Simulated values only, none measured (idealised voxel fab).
Name of the process module below: voxel fin reveal
Square cells of 5 nm make up the cross-section cut, whose width is 175 nm.
Square cells in a grid make up a cross-section in this document, and the grid is given as bands, listed from the top down, each one or more rows of cells. For a band, the entry starts with two heights in nm, that of the top and then that of the bottom, and carries on with the band's materials in order from left to right, each alongside its width in nm; the word "full width" beside a single material means it fills the band edge to edge, and "air" means empty space. Zero point of the height axis is 0; under it, received wafer = one material. Lowest band: continues down indefinitely, "0 -> down". Width: "30->40" (first number = top row, second number = bottom row, same change from row to row of cells). Step note "left unchanged" = no cross-section cell changed. Closed empty spaces (no open way to the top) of 8 cells or more are what "Closed void inventory" lists, each as width x height at distance from the left edge, nm for all three. Note: text after step settings on the step line = simulator remark on that step. overlay nm: how far to the right of its planned place the mask lay on this masked step (negative: to the left).
Here's what the planned process steps look like
| 1 | RECEIVE (material Si) |
| 2 | CONFORMAL_DEP (material SiN; thk nm 10) |
| 3 | DIRECTIONAL_DEP (material aC; thk nm 10) |
| 4 | PATTERN (tone cover; mask id FINS; material resist; width nm 15; pitch nm 45; thk nm 25; overlay nm 0) |
| 5 | DIRECTIONAL_ETCH (etch materials aC; depth nm 10) |
| 6 | STRIP (etch materials resist) |
| 7 | DIRECTIONAL_ETCH (etch materials SiN; depth nm 10) |
| 8 | DIRECTIONAL_ETCH (etch materials Si; depth nm 35) |
| 9 | STRIP (etch materials aC) |
| 10 | FILL_DEP (material SiO2; thk nm 15) |
| 11 | CMP (height nm 10) |
| 12 | SELECTIVE_ETCH (etch materials SiO2; depth nm 35) |
| 13 | STRIP (etch materials SiN) |
Concerning the first of two wafers, which was run in accordance with the plan
Cross-section, incoming material, after step 1
* 0 -> down | Si full width
* Closed void inventory: none
Upon completion of step 2, the wafer appears in cross-section as shown
* 10 -> 0 | SiN full width
* Heights below 0 show no change.
Upon completion of step 3, the wafer appears in cross-section as shown
* 20 -> 10 | aC full width
* Heights below 10 show no change.
Upon completion of step 4, the wafer appears in cross-section as shown
* 45 -> 20 | 35 of air | 15 of resist | 30 of air | 15 of resist | 30 of air | 15 of resist | 35 of air
* Heights below 20 show no change.
Upon completion of step 5, the wafer appears in cross-section as shown
* 35 -> 20 | 35 of air | 15 of resist | 30 of air | 15 of resist | 30 of air | 15 of resist | 35 of air
* 20 -> 10 | 35 of air | 15 of aC | 30 of air | 15 of aC | 30 of air | 15 of aC | 35 of air
* Heights below 10 show no change.
Upon completion of step 6, the wafer appears in cross-section as shown
* 20 -> 10 | 35 of air | 15 of aC | 30 of air | 15 of aC | 30 of air | 15 of aC | 35 of air
* Heights below 10 show no change.
Upon completion of step 7, the wafer appears in cross-section as shown
* 20 -> 10 | 35 of air | 15 of aC | 30 of air | 15 of aC | 30 of air | 15 of aC | 35 of air
* 10 -> 0 | 35 of air | 15 of SiN | 30 of air | 15 of SiN | 30 of air | 15 of SiN | 35 of air
* Heights below 0 show no change.
Upon completion of step 8, the wafer appears in cross-section as shown
* 20 -> 10 | 35 of air | 15 of aC | 30 of air | 15 of aC | 30 of air | 15 of aC | 35 of air
* 10 -> 0 | 35 of air | 15 of SiN | 30 of air | 15 of SiN | 30 of air | 15 of SiN | 35 of air
* 0 -> -35 | 35 of air | 15 of Si | 30 of air | 15 of Si | 30 of air | 15 of Si | 35 of air
* Heights below -35 show no change.
Upon completion of step 9, the wafer appears in cross-section as shown
* 10 -> 0 | 35 of air | 15 of SiN | 30 of air | 15 of SiN | 30 of air | 15 of SiN | 35 of air
* Heights below 0 show no change.
Upon completion of step 10, the wafer appears in cross-section as shown
* 25 -> 10 | SiO2 full width
* 10 -> 0 | 35 of SiO2 | 15 of SiN | 30 of SiO2 | 15 of SiN | 30 of SiO2 | 15 of SiN | 35 of SiO2
* 0 -> -35 | 35 of SiO2 | 15 of Si | 30 of SiO2 | 15 of Si | 30 of SiO2 | 15 of Si | 35 of SiO2
* Heights below -35 show no change.
Upon completion of step 11, the wafer appears in cross-section as shown
* 10 -> 0 | 35 of SiO2 | 15 of SiN | 30 of SiO2 | 15 of SiN | 30 of SiO2 | 15 of SiN | 35 of SiO2
* Heights below 0 show no change.
Upon completion of step 12, the wafer appears in cross-section as shown
* 10 -> 0 | 35 of air | 15 of SiN | 30 of air | 15 of SiN | 30 of air | 15 of SiN | 35 of air
* 0 -> -25 | 35 of air | 15 of Si | 30 of air | 15 of Si | 30 of air | 15 of Si | 35 of air
* Heights below -25 show no change.
Upon completion of step 13, the wafer appears in cross-section as shown
* 0 -> -25 | 35 of air | 15 of Si | 30 of air | 15 of Si | 30 of air | 15 of Si | 35 of air
* Heights below -25 show no change.
Wafer two of the pair: same origin, same plan, one error during the run; identical to wafer one up to and including step 9
Second wafer shown in cross-section at the time step 10 was slated to end
* 25 -> 10 | aC full width
* 10 -> 0 | 35 of aC | 15 of SiN | 30 of aC | 15 of SiN | 30 of aC | 15 of SiN | 35 of aC
* 0 -> -35 | 35 of aC | 15 of Si | 30 of aC | 15 of Si | 30 of aC | 15 of Si | 35 of aC
* Heights below -35 show no change.
Second wafer shown in cross-section at the time step 11 was slated to end
* 10 -> 0 | 35 of aC | 15 of SiN | 30 of aC | 15 of SiN | 30 of aC | 15 of SiN | 35 of aC
* Heights below 0 show no change.
Second wafer shown in cross-section at the time step 12 was slated to end: left unchanged
Second wafer shown in cross-section at the time step 13 was slated to end
* 10 -> 0 | 35 of aC | 15 of air | 30 of aC | 15 of air | 30 of aC | 15 of air | 35 of aC
* Heights below 0 show no change.
It is concluded that the wafer was processed incorrectly with respect to the plan, in that step 10 off recipe, ran as FILL_DEP (material aC; thk nm 15)
The final cell counts differ between the wafers, with the second having more or fewer of some materials than the first: -52 SiO2, +234 aC
